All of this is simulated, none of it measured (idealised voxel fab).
voxel capacitor over wiring: a process module
Square cells of 5 nm make up the cross-section cut, whose width is 300 nm.
We lay out every cross-section as a grid of square cells and spell it out in bands from the top down, where one band means one or more rows of cells. In this notation a band is specified by the heights of its top and bottom, in that order and in nm, after which its materials appear from left to right, each paired with its width in nm. The word "edge to edge" attached to a single material means that material fills the band from edge to edge; the word "air" stands for empty space. Note: height 0 marks the level under which the wafer is uniformly one material as received. Lowest band unbounded below, written "from 0 down". Width spec "30 to 40" -> top row of cells at first value, bottom row at second value, equal per-row change in between. For the purposes of this document, the phrase "nothing altered" attached to a step denotes that no cell within the cross-section was modified by that step. Trapped void list: empty space of 8 cells or more with no open way to the top, each as width x height at its distance from the left edge, in nm. Formally, on a step line, whatever follows the settings is a remark that the simulator itself makes on the step. overlay nm: mask offset rightward from planned place, masked step; negative means leftward offset.
## Process steps (planned)
- 1: RECEIVE with material Si
- 2: CONFORMAL_DEP with material SiO2, thk nm 10
- 3: CONFORMAL_DEP with material SiN, thk nm 5
- 4: DIRECTIONAL_DEP with material SiO2, thk nm 25
- 5: DIRECTIONAL_DEP with material aC, thk nm 10
- 6: PATTERN with tone open, mask id METAL_1, material resist, width nm 30, pitch nm 85, thk nm 30, overlay nm 0
- 7: DIRECTIONAL_ETCH with etch materials aC, depth nm 10
- 8: STRIP with etch materials resist
- 9: DIRECTIONAL_ETCH with etch materials SiO2, depth nm 25
- 10: DIRECTIONAL_ETCH with etch materials SiN, depth nm 5
- 11: STRIP with etch materials aC
- 12: CONFORMAL_DEP with material TiN, thk nm 5
- 13: FILL_DEP with material Cu, thk nm 10
- 14: CMP with height nm 40
- 15: CONFORMAL_DEP with material SiCN, thk nm 5
- 16: DIRECTIONAL_DEP with material lowk, thk nm 20
- 17: MASKED_ETCH with tone open, mask id PLUG_1, width nm 15, etch materials lowk, depth nm 20, overlay nm 0
- 18: MASKED_ETCH with tone open, mask id PLUG_1, width nm 15, etch materials SiCN, depth nm 5, overlay nm 0
- 19: EPI with material Ru, thk nm 10
- 20: EPI with material Ru, thk nm 10
- 21: EPI with material Ru, thk nm 5
- 22: DIRECTIONAL_DEP with material TiN, thk nm 10
- 23: DIRECTIONAL_DEP with material SiN, thk nm 5
- 24: DIRECTIONAL_DEP with material TiN, thk nm 5
- 25: MASKED_ETCH with tone cover, mask id UPPER_PLATE, width nm 60, etch materials TiN, depth nm 5, overlay nm 0
- 26: MASKED_ETCH with tone cover, mask id UPPER_PLATE, width nm 60, etch materials SiN, depth nm 5, overlay nm 0
- 27: PATTERN with tone cover, mask id LOWER_PLATE, material resist, width nm 70, thk nm 15, overlay nm 0
- 28: DIRECTIONAL_ETCH with etch materials TiN, depth nm 10
- 29: STRIP with etch materials resist
- 30: FILL_DEP with material SiO2, thk nm 15
- 31: CMP with height nm 95
- 32: MASKED_ETCH with tone open, mask id PLUG_2, width nm 15, etch materials SiO2, depth nm 10, overlay nm 0
- 33: CONFORMAL_DEP with material TiN, thk nm 5
- 34: FILL_DEP with material W, thk nm 5
- 35: CMP with height nm 95
- 36: CONFORMAL_DEP with material SiCN, thk nm 5
## First wafer of two (run as planned)
## So this is the incoming wafer in cross-section - it's already been through step 1
  from 0 down | Si edge to edge
  Trapped void list: none
## after step 2
  from 10 to 0 | SiO2 edge to edge
  Nothing below the height 0 has changed.
## after step 3
  from 15 to 10 | SiN edge to edge
  Nothing below the height 10 has changed.
## after step 4
  from 40 to 15 | SiO2 edge to edge
  Nothing below the height 15 has changed.
## after step 5
  from 50 to 40 | aC edge to edge
  Nothing below the height 40 has changed.
## after step 6
  from 80 to 50 | resist 90 nm | air 30 nm | resist 55 nm | air 30 nm | resist 95 nm
  Nothing below the height 50 has changed.
## after step 7
  from 70 to 50 | resist 90 nm | air 30 nm | resist 55 nm | air 30 nm | resist 95 nm
  from 50 to 40 | aC 90 nm | air 30 nm | aC 55 nm | air 30 nm | aC 95 nm
  Nothing below the height 40 has changed.
## after step 8
  from 50 to 40 | aC 90 nm | air 30 nm | aC 55 nm | air 30 nm | aC 95 nm
  Nothing below the height 40 has changed.
## after step 9
  from 50 to 40 | aC 90 nm | air 30 nm | aC 55 nm | air 30 nm | aC 95 nm
  from 40 to 15 | SiO2 90 nm | air 30 nm | SiO2 55 nm | air 30 nm | SiO2 95 nm
  Nothing below the height 15 has changed.
## after step 10
  from 50 to 40 | aC 90 nm | air 30 nm | aC 55 nm | air 30 nm | aC 95 nm
  from 40 to 15 | SiO2 90 nm | air 30 nm | SiO2 55 nm | air 30 nm | SiO2 95 nm
  from 15 to 10 | SiN 90 nm | air 30 nm | SiN 55 nm | air 30 nm | SiN 95 nm
  Nothing below the height 10 has changed.
## after step 11
  from 40 to 15 | SiO2 90 nm | air 30 nm | SiO2 55 nm | air 30 nm | SiO2 95 nm
  Nothing below the height 15 has changed.
## after step 12
  from 45 to 40 | TiN 95 nm | air 20 nm | TiN 65 nm | air 20 nm | TiN 100 nm
  from 40 to 15 | SiO2 90 nm | TiN 5 nm | air 20 nm | TiN 5 nm | SiO2 55 nm | TiN 5 nm | air 20 nm | TiN 5 nm | SiO2 95 nm
  from 15 to 10 | SiN 90 nm | TiN 30 nm | SiN 55 nm | TiN 30 nm | SiN 95 nm
  Nothing below the height 10 has changed.
## after step 13
  from 55 to 45 | Cu edge to edge
  from 45 to 40 | TiN 95 nm | Cu 20 nm | TiN 65 nm | Cu 20 nm | TiN 100 nm
  from 40 to 15 | SiO2 90 nm | TiN 5 nm | Cu 20 nm | TiN 5 nm | SiO2 55 nm | TiN 5 nm | Cu 20 nm | TiN 5 nm | SiO2 95 nm
  Nothing below the height 15 has changed.
## after step 14
  from 40 to 15 | SiO2 90 nm | TiN 5 nm | Cu 20 nm | TiN 5 nm | SiO2 55 nm | TiN 5 nm | Cu 20 nm | TiN 5 nm | SiO2 95 nm
  Nothing below the height 15 has changed.
## after step 15
  from 45 to 40 | SiCN edge to edge
  Nothing below the height 40 has changed.
## after step 16
  from 65 to 45 | lowk edge to edge
  Nothing below the height 45 has changed.
## after step 17
  from 65 to 45 | lowk 105 nm | air 15 nm | lowk 180 nm
  Nothing below the height 45 has changed.
## after step 18
  from 65 to 45 | lowk 105 nm | air 15 nm | lowk 180 nm
  from 45 to 40 | SiCN 105 nm | air 15 nm | SiCN 180 nm
  Nothing below the height 40 has changed.
## after step 19
  from 65 to 50 | lowk 105 nm | air 15 nm | lowk 180 nm
  from 50 to 45 | lowk 105 nm | Ru 15 nm | lowk 180 nm
  from 45 to 40 | SiCN 105 nm | Ru 15 nm | SiCN 180 nm
  Nothing below the height 40 has changed.
## after step 20
  from 65 to 60 | lowk 105 nm | air 15 nm | lowk 180 nm
  from 60 to 45 | lowk 105 nm | Ru 15 nm | lowk 180 nm
  Nothing below the height 45 has changed.
## after step 21
  from 65 to 45 | lowk 105 nm | Ru 15 nm | lowk 180 nm
  Nothing below the height 45 has changed.
## after step 22
  from 75 to 65 | TiN edge to edge
  Nothing below the height 65 has changed.
## after step 23
  from 80 to 75 | SiN edge to edge
  Nothing below the height 75 has changed.
## after step 24
  from 85 to 80 | TiN edge to edge
  Nothing below the height 80 has changed.
## after step 25
  from 85 to 80 | air 105 nm | TiN 60 nm | air 135 nm
  Nothing below the height 80 has changed.
## after step 26
  from 85 to 80 | air 105 nm | TiN 60 nm | air 135 nm
  from 80 to 75 | air 105 nm | SiN 60 nm | air 135 nm
  Nothing below the height 75 has changed.
## after step 27
  from 100 to 85 | air 100 nm | resist 70 nm | air 130 nm
  from 85 to 80 | air 100 nm | resist 5 nm | TiN 60 nm | resist 5 nm | air 130 nm
  from 80 to 75 | air 100 nm | resist 5 nm | SiN 60 nm | resist 5 nm | air 130 nm
  Nothing below the height 75 has changed.
## after step 28
  from 100 to 85 | air 100 nm | resist 70 nm | air 130 nm
  from 85 to 80 | air 100 nm | resist 5 nm | TiN 60 nm | resist 5 nm | air 130 nm
  from 80 to 75 | air 100 nm | resist 5 nm | SiN 60 nm | resist 5 nm | air 130 nm
  from 75 to 65 | air 100 nm | TiN 70 nm | air 130 nm
  Nothing below the height 65 has changed.
## after step 29
  from 85 to 80 | air 105 nm | TiN 60 nm | air 135 nm
  from 80 to 75 | air 105 nm | SiN 60 nm | air 135 nm
  Nothing below the height 75 has changed.
## after step 30
  from 100 to 85 | SiO2 edge to edge
  from 85 to 80 | SiO2 105 nm | TiN 60 nm | SiO2 135 nm
  from 80 to 75 | SiO2 105 nm | SiN 60 nm | SiO2 135 nm
  from 75 to 65 | SiO2 100 nm | TiN 70 nm | SiO2 130 nm
  Nothing below the height 65 has changed.
## after step 31
  from 95 to 85 | SiO2 edge to edge
  Nothing below the height 85 has changed.
## after step 32
  from 95 to 85 | SiO2 115 nm | air 15 nm | SiO2 170 nm
  Nothing below the height 85 has changed.
## after step 33
  from 100 to 95 | TiN 120 nm | air 5 nm | TiN 175 nm
  from 95 to 90 | SiO2 115 nm | TiN 5 nm | air 5 nm | TiN 5 nm | SiO2 170 nm
  from 90 to 80 | SiO2 115 to 105 nm | TiN 15 to 60 nm | SiO2 170 to 135 nm
  Nothing below the height 80 has changed.
## after step 34
  from 105 to 100 | W edge to edge
  from 100 to 95 | TiN 120 nm | W 5 nm | TiN 175 nm
  from 95 to 90 | SiO2 115 nm | TiN 5 nm | W 5 nm | TiN 5 nm | SiO2 170 nm
  Nothing below the height 90 has changed.
## after step 35
  from 95 to 90 | SiO2 115 nm | TiN 5 nm | W 5 nm | TiN 5 nm | SiO2 170 nm
  Nothing below the height 90 has changed.
## after step 36
  from 100 to 95 | SiCN edge to edge
  Nothing below the height 95 has changed.
## Here the second wafer is described. Its start and its plan were those of the first wafer. Its run contained one mistake. Up to and including step 23, it did exactly what the first wafer did
Cross-section of the second wafer corresponding to the planned conclusion of step 24: nothing altered
Cross-section of the second wafer corresponding to the planned conclusion of step 25: nothing altered
## Cross-section of the second wafer corresponding to the planned conclusion of step 26
  from 80 to 75 | air 105 nm | SiN 60 nm | air 135 nm
  Nothing below the height 75 has changed.
## Cross-section of the second wafer corresponding to the planned conclusion of step 27
  from 95 to 80 | air 100 nm | resist 70 nm | air 130 nm
  from 80 to 75 | air 100 nm | resist 5 nm | SiN 60 nm | resist 5 nm | air 130 nm
  Nothing below the height 75 has changed.
## Cross-section of the second wafer corresponding to the planned conclusion of step 28
  from 95 to 80 | air 100 nm | resist 70 nm | air 130 nm
  from 80 to 75 | air 100 nm | resist 5 nm | SiN 60 nm | resist 5 nm | air 130 nm
  from 75 to 65 | air 100 nm | TiN 70 nm | air 130 nm
  Nothing below the height 65 has changed.
## Cross-section of the second wafer corresponding to the planned conclusion of step 29
  from 80 to 75 | air 105 nm | SiN 60 nm | air 135 nm
  Nothing below the height 75 has changed.
## Cross-section of the second wafer corresponding to the planned conclusion of step 30
  from 95 to 80 | SiO2 edge to edge
  from 80 to 75 | SiO2 105 nm | SiN 60 nm | SiO2 135 nm
  from 75 to 65 | SiO2 100 nm | TiN 70 nm | SiO2 130 nm
  Nothing below the height 65 has changed.
Cross-section of the second wafer corresponding to the planned conclusion of step 31: nothing altered
## Cross-section of the second wafer corresponding to the planned conclusion of step 32
  from 95 to 85 | SiO2 115 nm | air 15 nm | SiO2 170 nm
  Nothing below the height 85 has changed.
## Cross-section of the second wafer corresponding to the planned conclusion of step 33
  from 100 to 95 | TiN 120 nm | air 5 nm | TiN 175 nm
  from 95 to 90 | SiO2 115 nm | TiN 5 nm | air 5 nm | TiN 5 nm | SiO2 170 nm
  from 90 to 85 | SiO2 115 nm | TiN 15 nm | SiO2 170 nm
  Nothing below the height 85 has changed.
## Cross-section of the second wafer corresponding to the planned conclusion of step 34
  from 105 to 100 | W edge to edge
  from 100 to 95 | TiN 120 nm | W 5 nm | TiN 175 nm
  from 95 to 90 | SiO2 115 nm | TiN 5 nm | W 5 nm | TiN 5 nm | SiO2 170 nm
  Nothing below the height 90 has changed.
## Cross-section of the second wafer corresponding to the planned conclusion of step 35
  from 95 to 90 | SiO2 115 nm | TiN 5 nm | W 5 nm | TiN 5 nm | SiO2 170 nm
  Nothing below the height 90 has changed.
## Cross-section of the second wafer corresponding to the planned conclusion of step 36
  from 100 to 95 | SiCN edge to edge
  Nothing below the height 95 has changed.
Here's what went sideways: step 24 of the plan was omitted and not executed
Final tally in cells, some materials are higher or lower on the second wafer than on the first: SiO2: 12 more, TiN: 12 fewer
